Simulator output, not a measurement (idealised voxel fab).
voxel capacitor over wiring: a process module
For reference, the cross-section in this document is cut, with width 195 nm and square cells of 5 nm.
In this document a cross-section is written as a grid of square cells. It is given as a series of bands, listed from the top down, and a band is one or more rows of cells.
Quick guide to a band line: top height, bottom height (nm) up front; then every material left to right with its width in nm. Only one material and it's marked "all across"? Then it fills the band edge to edge. And "blank" just means empty space.
Beneath 0, the wafer as received is one material, and that level is where height counting begins. The lowest band goes on downward without a bottom; it is written like "z 0 and below".
Graded width ("30->40"): value in top row of band = first number; value in bottom row = second number; row-to-row change constant.
A step reported as "changes: none" is a step in which no cell of the cross-section changed.
Heads up: "Unvented cavities" only lists the empty pockets with no open path to the top that are 8 cells or more, and it writes them as width x height at distance, distance from the left edge, in nm.
Where a step's line continues beyond its settings, the continuation is a remark by the simulator itself on that step.
"overlay nm", when on a step's line for a step with a mask, measures how far to the right of its planned place the mask lay; a negative measure means to the left.

## Intended process steps
1 RECEIVE | material Si
2 CONFORMAL_DEP | material SiO2 | thk nm 15
3 DIRECTIONAL_DEP | material TiN | thk nm 5
4 DIRECTIONAL_DEP | material W | thk nm 15
5 DIRECTIONAL_DEP | material aC | thk nm 15
6 PATTERN | tone cover | mask id METAL_1 | material resist | width nm 20 | pitch nm 75 | thk nm 35 | overlay nm 0
7 DIRECTIONAL_ETCH | etch materials aC | depth nm 15
8 STRIP | etch materials resist
9 DIRECTIONAL_ETCH | etch materials W | depth nm 15
10 DIRECTIONAL_ETCH | etch materials TiN | depth nm 5
11 STRIP | etch materials aC
12 CONFORMAL_DEP | material SiCN | thk nm 5
13 FILL_DEP | material lowk | thk nm 5
14 CMP | height nm 35
15 CONFORMAL_DEP | material SiCN | thk nm 5
16 DIRECTIONAL_DEP | material lowk | thk nm 10
17 DIRECTIONAL_DEP | material aC | thk nm 15
18 PATTERN | tone open | mask id PLUG_1 | material resist | width nm 15 | thk nm 35 | overlay nm 0
19 DIRECTIONAL_ETCH | etch materials aC | depth nm 15
20 STRIP | etch materials resist
21 DIRECTIONAL_ETCH | etch materials lowk | depth nm 10
22 DIRECTIONAL_ETCH | etch materials SiCN | depth nm 5
23 STRIP | etch materials aC
24 EPI | material Ru | thk nm 10
25 EPI | material Ru | thk nm 5
26 DIRECTIONAL_DEP | material TiN | thk nm 5
27 DIRECTIONAL_DEP | material Al2O3 | thk nm 5
28 DIRECTIONAL_DEP | material TiN | thk nm 10
29 MASKED_ETCH | tone cover | mask id UPPER_PLATE | width nm 60 | etch materials TiN | depth nm 10 | overlay nm 0
30 MASKED_ETCH | tone cover | mask id UPPER_PLATE | width nm 60 | etch materials Al2O3 | depth nm 5 | overlay nm 0
31 DIRECTIONAL_DEP | material aC | thk nm 15
32 PATTERN | tone cover | mask id LOWER_PLATE | material resist | width nm 70 | thk nm 30 | overlay nm 0
33 DIRECTIONAL_ETCH | etch materials aC | depth nm 15
34 STRIP | etch materials resist
35 DIRECTIONAL_ETCH | etch materials TiN | depth nm 5
36 STRIP | etch materials aC
37 FILL_DEP | material SiO2 | thk nm 20
38 CMP | height nm 85
39 MASKED_ETCH | tone open | mask id PLUG_2 | width nm 15 | etch materials SiO2 | depth nm 15 | overlay nm 0
40 CONFORMAL_DEP | material TiN | thk nm 5
41 FILL_DEP | material Cu | thk nm 5
42 CMP | height nm 85
43 CONFORMAL_DEP | material SiCN | thk nm 5

## First of two wafers, with the run carried out as planned

## Incoming wafer, cross-sectional view, post step 1
    z 0 and below  Si all across
    Unvented cavities: none

## Step 2 complete: cross-section through the wafer
    z 15 to 0  SiO2 all across
    Anything lower than 0 is untouched.

## Step 3 complete: cross-section through the wafer
    z 20 to 15  TiN all across
    Anything lower than 15 is untouched.

## Step 4 complete: cross-section through the wafer
    z 35 to 20  W all across
    Anything lower than 20 is untouched.

## Step 5 complete: cross-section through the wafer
    z 50 to 35  aC all across
    Anything lower than 35 is untouched.

## Step 6 complete: cross-section through the wafer
    z 85 to 50  50 nm blank; 20 nm resist; 55 nm blank; 20 nm resist; 50 nm blank
    Anything lower than 50 is untouched.

## Step 7 complete: cross-section through the wafer
    z 70 to 50  50 nm blank; 20 nm resist; 55 nm blank; 20 nm resist; 50 nm blank
    z 50 to 35  50 nm blank; 20 nm aC; 55 nm blank; 20 nm aC; 50 nm blank
    Anything lower than 35 is untouched.

## Step 8 complete: cross-section through the wafer
    z 50 to 35  50 nm blank; 20 nm aC; 55 nm blank; 20 nm aC; 50 nm blank
    Anything lower than 35 is untouched.

## Step 9 complete: cross-section through the wafer
    z 50 to 35  50 nm blank; 20 nm aC; 55 nm blank; 20 nm aC; 50 nm blank
    z 35 to 20  50 nm blank; 20 nm W; 55 nm blank; 20 nm W; 50 nm blank
    Anything lower than 20 is untouched.

## Step 10 complete: cross-section through the wafer
    z 50 to 35  50 nm blank; 20 nm aC; 55 nm blank; 20 nm aC; 50 nm blank
    z 35 to 20  50 nm blank; 20 nm W; 55 nm blank; 20 nm W; 50 nm blank
    z 20 to 15  50 nm blank; 20 nm TiN; 55 nm blank; 20 nm TiN; 50 nm blank
    Anything lower than 15 is untouched.

## Step 11 complete: cross-section through the wafer
    z 35 to 20  50 nm blank; 20 nm W; 55 nm blank; 20 nm W; 50 nm blank
    Anything lower than 20 is untouched.

## Step 12 complete: cross-section through the wafer
    z 40 to 35  45 nm blank; 30 nm SiCN; 45 nm blank; 30 nm SiCN; 45 nm blank
    z 35 to 20  45 nm blank; 5 nm SiCN; 20 nm W; 5 nm SiCN; 45 nm blank; 5 nm SiCN; 20 nm W; 5 nm SiCN; 45 nm blank
    z 20 to 15  50 nm SiCN; 20 nm TiN; 55 nm SiCN; 20 nm TiN; 50 nm SiCN
    Anything lower than 15 is untouched.

## Step 13 complete: cross-section through the wafer
    z 45 to 40  lowk all across
    z 40 to 35  45 nm lowk; 30 nm SiCN; 45 nm lowk; 30 nm SiCN; 45 nm lowk
    z 35 to 20  45 nm lowk; 5 nm SiCN; 20 nm W; 5 nm SiCN; 45 nm lowk; 5 nm SiCN; 20 nm W; 5 nm SiCN; 45 nm lowk
    Anything lower than 20 is untouched.

## Step 14 complete: cross-section through the wafer
    z 35 to 20  45 nm lowk; 5 nm SiCN; 20 nm W; 5 nm SiCN; 45 nm lowk; 5 nm SiCN; 20 nm W; 5 nm SiCN; 45 nm lowk
    Anything lower than 20 is untouched.

## Step 15 complete: cross-section through the wafer
    z 40 to 35  SiCN all across
    Anything lower than 35 is untouched.

## Step 16 complete: cross-section through the wafer
    z 50 to 40  lowk all across
    Anything lower than 40 is untouched.

## Step 17 complete: cross-section through the wafer
    z 65 to 50  aC all across
    Anything lower than 50 is untouched.

## Step 18 complete: cross-section through the wafer
    z 100 to 65  55 nm resist; 15 nm blank; 125 nm resist
    Anything lower than 65 is untouched.

## Step 19 complete: cross-section through the wafer
    z 85 to 65  55 nm resist; 15 nm blank; 125 nm resist
    z 65 to 50  55 nm aC; 15 nm blank; 125 nm aC
    Anything lower than 50 is untouched.

## Step 20 complete: cross-section through the wafer
    z 65 to 50  55 nm aC; 15 nm blank; 125 nm aC
    Anything lower than 50 is untouched.

## Step 21 complete: cross-section through the wafer
    z 65 to 50  55 nm aC; 15 nm blank; 125 nm aC
    z 50 to 40  55 nm lowk; 15 nm blank; 125 nm lowk
    Anything lower than 40 is untouched.

## Step 22 complete: cross-section through the wafer
    z 65 to 50  55 nm aC; 15 nm blank; 125 nm aC
    z 50 to 40  55 nm lowk; 15 nm blank; 125 nm lowk
    z 40 to 35  55 nm SiCN; 15 nm blank; 125 nm SiCN
    Anything lower than 35 is untouched.

## Step 23 complete: cross-section through the wafer
    z 50 to 40  55 nm lowk; 15 nm blank; 125 nm lowk
    Anything lower than 40 is untouched.

## Step 24 complete: cross-section through the wafer
    z 50 to 45  55 nm lowk; 15 nm blank; 125 nm lowk
    z 45 to 40  55 nm lowk; 15 nm Ru; 125 nm lowk
    z 40 to 35  55 nm SiCN; 15 nm Ru; 125 nm SiCN
    Anything lower than 35 is untouched.

## Step 25 complete: cross-section through the wafer
    z 50 to 40  55 nm lowk; 15 nm Ru; 125 nm lowk
    Anything lower than 40 is untouched.

## Step 26 complete: cross-section through the wafer
    z 55 to 50  TiN all across
    Anything lower than 50 is untouched.

## Step 27 complete: cross-section through the wafer
    z 60 to 55  Al2O3 all across
    Anything lower than 55 is untouched.

## Step 28 complete: cross-section through the wafer
    z 70 to 60  TiN all across
    Anything lower than 60 is untouched.

## Step 29 complete: cross-section through the wafer
    z 70 to 60  55 nm blank; 60 nm TiN; 80 nm blank
    Anything lower than 60 is untouched.

## Step 30 complete: cross-section through the wafer
    z 70 to 60  55 nm blank; 60 nm TiN; 80 nm blank
    z 60 to 55  55 nm blank; 60 nm Al2O3; 80 nm blank
    Anything lower than 55 is untouched.

## Step 31 complete: cross-section through the wafer
    z 85 to 70  55 nm blank; 60 nm aC; 80 nm blank
    z 70 to 60  55 nm aC; 60 nm TiN; 80 nm aC
    z 60 to 55  55 nm aC; 60 nm Al2O3; 80 nm aC
    Anything lower than 55 is untouched.

## Step 32 complete: cross-section through the wafer
    z 115 to 85  50 nm blank; 70 nm resist; 75 nm blank
    z 85 to 70  50 nm blank; 5 nm resist; 60 nm aC; 5 nm resist; 75 nm blank
    Anything lower than 70 is untouched.

## Step 33 complete: cross-section through the wafer
    z 100 to 85  50 nm blank; 70 nm resist; 75 nm blank
    z 85 to 70  50 nm blank; 5 nm resist; 60 nm aC; 5 nm resist; 75 nm blank
    z 70 to 60  50 nm blank; 5 nm aC; 60 nm TiN; 5 nm aC; 75 nm blank
    z 60 to 55  50 nm blank; 5 nm aC; 60 nm Al2O3; 5 nm aC; 75 nm blank
    Anything lower than 55 is untouched.

## Step 34 complete: cross-section through the wafer
    z 85 to 70  55 nm blank; 60 nm aC; 80 nm blank
    Anything lower than 70 is untouched.

## Step 35 complete: cross-section through the wafer
    z 85 to 70  55 nm blank; 60 nm aC; 80 nm blank
    z 70 to 60  50 nm blank; 5 nm aC; 60 nm TiN; 5 nm aC; 75 nm blank
    z 60 to 55  50 nm blank; 5 nm aC; 60 nm Al2O3; 5 nm aC; 75 nm blank
    z 55 to 50  50 nm blank; 70 nm TiN; 75 nm blank
    Anything lower than 50 is untouched.

## Step 36 complete: cross-section through the wafer
    z 70 to 60  55 nm blank; 60 nm TiN; 80 nm blank
    z 60 to 55  55 nm blank; 60 nm Al2O3; 80 nm blank
    Anything lower than 55 is untouched.

## Step 37 complete: cross-section through the wafer
    z 90 to 70  SiO2 all across
    z 70 to 60  55 nm SiO2; 60 nm TiN; 80 nm SiO2
    z 60 to 55  55 nm SiO2; 60 nm Al2O3; 80 nm SiO2
    z 55 to 50  50 nm SiO2; 70 nm TiN; 75 nm SiO2
    Anything lower than 50 is untouched.

## Step 38 complete: cross-section through the wafer
    z 85 to 70  SiO2 all across
    Anything lower than 70 is untouched.

## Step 39 complete: cross-section through the wafer
    z 85 to 70  65 nm SiO2; 15 nm blank; 115 nm SiO2
    Anything lower than 70 is untouched.

## Step 40 complete: cross-section through the wafer
    z 90 to 85  70 nm TiN; 5 nm blank; 120 nm TiN
    z 85 to 75  65 nm SiO2; 5 nm TiN; 5 nm blank; 5 nm TiN; 115 nm SiO2
    z 75 to 70  65 nm SiO2; 15 nm TiN; 115 nm SiO2
    Anything lower than 70 is untouched.

## Step 41 complete: cross-section through the wafer
    z 95 to 90  Cu all across
    z 90 to 85  70 nm TiN; 5 nm Cu; 120 nm TiN
    z 85 to 75  65 nm SiO2; 5 nm TiN; 5 nm Cu; 5 nm TiN; 115 nm SiO2
    Anything lower than 75 is untouched.

## Step 42 complete: cross-section through the wafer
    z 85 to 75  65 nm SiO2; 5 nm TiN; 5 nm Cu; 5 nm TiN; 115 nm SiO2
    Anything lower than 75 is untouched.

## Step 43 complete: cross-section through the wafer
    z 90 to 85  SiCN all across
    Anything lower than 85 is untouched.

## Wafer two of the pair: same origin, same plan, one error during the run; identical to wafer one up to and including step 29

## when step 30 should have ended
    z 70 to 60  55 nm blank; 60 nm TiN; 80 nm blank
    z 60 to 55  45 nm blank; 70 nm Al2O3; 80 nm blank
    Anything lower than 55 is untouched.

## when step 31 should have ended
    z 85 to 75  55 nm blank; 60 nm aC; 80 nm blank
    z 75 to 70  45 nm blank; 70 nm aC; 80 nm blank
    z 70 to 60  55 nm aC; 60 nm TiN; 80 nm aC
    z 60 to 55  45 nm aC; 70 nm Al2O3; 80 nm aC
    Anything lower than 55 is untouched.

## when step 32 should have ended
    z 115 to 85  50 nm blank; 70 nm resist; 75 nm blank
    z 85 to 75  50 nm blank; 5 nm resist; 60 nm aC; 5 nm resist; 75 nm blank
    z 75 to 70  45 nm blank; 70 nm aC; 5 nm resist; 75 nm blank
    Anything lower than 70 is untouched.

## when step 33 should have ended
    z 100 to 85  50 nm blank; 70 nm resist; 75 nm blank
    z 85 to 75  50 nm blank; 5 nm resist; 60 nm aC; 5 nm resist; 75 nm blank
    z 75 to 70  50 nm blank; 65 nm aC; 5 nm resist; 75 nm blank
    z 70 to 60  50 nm blank; 5 nm aC; 60 nm TiN; 5 nm aC; 75 nm blank
    z 60 to 55  45 nm blank; 70 nm Al2O3; 5 nm aC; 75 nm blank
    Anything lower than 55 is untouched.

## when step 34 should have ended
    z 85 to 75  55 nm blank; 60 nm aC; 80 nm blank
    z 75 to 70  50 nm blank; 65 nm aC; 80 nm blank
    Anything lower than 70 is untouched.

## when step 35 should have ended
    z 85 to 75  55 nm blank; 60 nm aC; 80 nm blank
    z 75 to 70  50 nm blank; 65 nm aC; 80 nm blank
    z 70 to 60  50 nm blank; 5 nm aC; 60 nm TiN; 5 nm aC; 75 nm blank
    z 60 to 55  45 nm blank; 70 nm Al2O3; 5 nm aC; 75 nm blank
    z 55 to 50  45 nm blank; 75 nm TiN; 75 nm blank
    Anything lower than 50 is untouched.

## when step 36 should have ended
    z 70 to 60  55 nm blank; 60 nm TiN; 80 nm blank
    z 60 to 55  45 nm blank; 70 nm Al2O3; 80 nm blank
    Anything lower than 55 is untouched.

## when step 37 should have ended
    z 90 to 70  SiO2 all across
    z 70 to 60  55 nm SiO2; 60 nm TiN; 80 nm SiO2
    z 60 to 55  45 nm SiO2; 70 nm Al2O3; 80 nm SiO2
    z 55 to 50  45 nm SiO2; 75 nm TiN; 75 nm SiO2
    Anything lower than 50 is untouched.

## when step 38 should have ended
    z 85 to 70  SiO2 all across
    Anything lower than 70 is untouched.

## when step 39 should have ended
    z 85 to 70  65 nm SiO2; 15 nm blank; 115 nm SiO2
    Anything lower than 70 is untouched.

## when step 40 should have ended
    z 90 to 85  70 nm TiN; 5 nm blank; 120 nm TiN
    z 85 to 75  65 nm SiO2; 5 nm TiN; 5 nm blank; 5 nm TiN; 115 nm SiO2
    z 75 to 70  65 nm SiO2; 15 nm TiN; 115 nm SiO2
    Anything lower than 70 is untouched.

## when step 41 should have ended
    z 95 to 90  Cu all across
    z 90 to 85  70 nm TiN; 5 nm Cu; 120 nm TiN
    z 85 to 75  65 nm SiO2; 5 nm TiN; 5 nm Cu; 5 nm TiN; 115 nm SiO2
    Anything lower than 75 is untouched.

## when step 42 should have ended
    z 85 to 75  65 nm SiO2; 5 nm TiN; 5 nm Cu; 5 nm TiN; 115 nm SiO2
    Anything lower than 75 is untouched.

## when step 43 should have ended
    z 90 to 85  SiCN all across
    Anything lower than 85 is untouched.
It is concluded that the wafer was processed incorrectly with respect to the plan, in that heads up, step 30 didn't go per plan, it actually ran as MASKED_ETCH | tone cover | mask id UPPER_PLATE | width nm 60 | etch materials Al2O3 | depth nm 5 | overlay nm -10
The closing comparison, in cells, has the second wafer with more or fewer of some materials than the first: Al2O3 +2, SiO2 -3, TiN +1
